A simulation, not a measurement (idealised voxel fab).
The name of this process module is voxel capacitor over wiring.
Section cut is 295 nm wide and gridded with 5 nm square cells.
Format of a cross-section: grid, square cells. Given as bands. Order: top down. Band: one or more rows of cells.
A band entry consists of two parts. The first gives the height of the band's top and the height of its bottom, in nm. The rest lists the band's materials from left to right, each with its width in nm. A single material labelled with the word "all across" fills the band from edge to edge, and the word "empty" marks empty space.
Height is counted from the level 0, under which the received wafer is composed throughout of one material. The lowest of the bands is not closed at the bottom but continues downward, in the notation "0 down".
The expression "30..40" gives the width at the extremes of the band, the first number at its top row of cells and the second at its bottom row, with the width changing by equal amounts from each row to the next in between.
The designation "nothing changed", where it is given for a processing step, indicates that no cell of the cross-section was altered in the course of that step.
Voids not open to the top, 8 cells minimum: see "Closed internal voids". Written width x height at distance; distance is from the left edge; nm.
Past the settings on a step's line: simulator remark, on that step.
overlay nm: on a step with a mask, how far right of its planned place the mask lay; negative means left.

[The process steps that were planned are listed below]
1 RECEIVE with material Si
2 CONFORMAL_DEP with material SiO2, thk nm 10
3 DIRECTIONAL_DEP with material TiN, thk nm 5
4 DIRECTIONAL_DEP with material W, thk nm 25
5 MASKED_ETCH with tone cover, mask id METAL_1, width nm 20, pitch nm 80, etch materials W, depth nm 25, overlay nm 0
6 MASKED_ETCH with tone cover, mask id METAL_1, width nm 20, pitch nm 80, etch materials TiN, depth nm 5, overlay nm 0
7 FILL_DEP with material SiO2, thk nm 5
8 CMP with height nm 40
9 CONFORMAL_DEP with material SiCN, thk nm 5
10 DIRECTIONAL_DEP with material SiO2, thk nm 15
11 DIRECTIONAL_DEP with material aC, thk nm 10
12 PATTERN with tone open, mask id PLUG_1, material resist, width nm 15, thk nm 25, overlay nm 0
13 DIRECTIONAL_ETCH with etch materials aC, depth nm 10
14 STRIP with etch materials resist
15 DIRECTIONAL_ETCH with etch materials SiO2, depth nm 15
16 DIRECTIONAL_ETCH with etch materials SiCN, depth nm 5
17 STRIP with etch materials aC
18 EPI with material Ru, thk nm 10
19 EPI with material Ru, thk nm 10
20 DIRECTIONAL_DEP with material TiN, thk nm 5
21 DIRECTIONAL_DEP with material Al2O3, thk nm 5
22 DIRECTIONAL_DEP with material TiN, thk nm 10
23 MASKED_ETCH with tone cover, mask id UPPER_PLATE, width nm 65, etch materials TiN, depth nm 10, overlay nm 0
24 MASKED_ETCH with tone cover, mask id UPPER_PLATE, width nm 65, etch materials Al2O3, depth nm 5, overlay nm 0
25 PATTERN with tone cover, mask id LOWER_PLATE, material resist, width nm 75, thk nm 15, overlay nm 0
26 DIRECTIONAL_ETCH with etch materials TiN, depth nm 5
27 STRIP with etch materials resist
28 FILL_DEP with material SiO2, thk nm 20
29 CMP with height nm 95
30 DIRECTIONAL_DEP with material aC, thk nm 15
31 PATTERN with tone open, mask id PLUG_2, material resist, width nm 15, thk nm 30, overlay nm 0
32 DIRECTIONAL_ETCH with etch materials aC, depth nm 15
33 STRIP with etch materials resist
34 DIRECTIONAL_ETCH with etch materials SiO2, depth nm 15
35 STRIP with etch materials aC
36 CONFORMAL_DEP with material TiN, thk nm 5
37 FILL_DEP with material Ru, thk nm 5
38 CMP with height nm 95
39 CONFORMAL_DEP with material SiCN, thk nm 5

[Wafer as received: cross-section following step 1]
* 0 down  Si all across
* Closed internal voids: none

[Cross-section at module end, one run error; start and plan unchanged from above]
* 105 to 100  SiCN all across
* 100 to 95  TiN (115) | Ru (5) | TiN (175)
* 95 to 85  SiO2 (110) | TiN (5) | Ru (5) | TiN (5) | SiO2 (170)
* 85 to 80  SiO2 (110) | TiN (15) | SiO2 (170)
* 80 to 70  SiO2 (100) | TiN (65) | SiO2 (130)
* 70 to 65  SiO2 (100) | Al2O3 (65) | SiO2 (130)
* 65 to 60  SiO2 (95) | TiN (75) | SiO2 (125)
* 60 to 45  SiO2 (100) | Ru (15) | SiO2 (180)
* 45 to 40  SiCN (100) | Ru (15) | SiCN (180)
* 40 to 15  SiO2 (95) | W (20) | SiO2 (60) | W (20) | SiO2 (100)
* 15 to 10  SiO2 (95) | TiN (20) | SiO2 (60) | TiN (20) | SiO2 (100)
* 10 to 0  SiO2 all across
* 0 down  Si all across
* Closed internal voids: none
The mistake made against the process plan was this: rather than as planned, step 38 actually ran as CMP with height nm 100
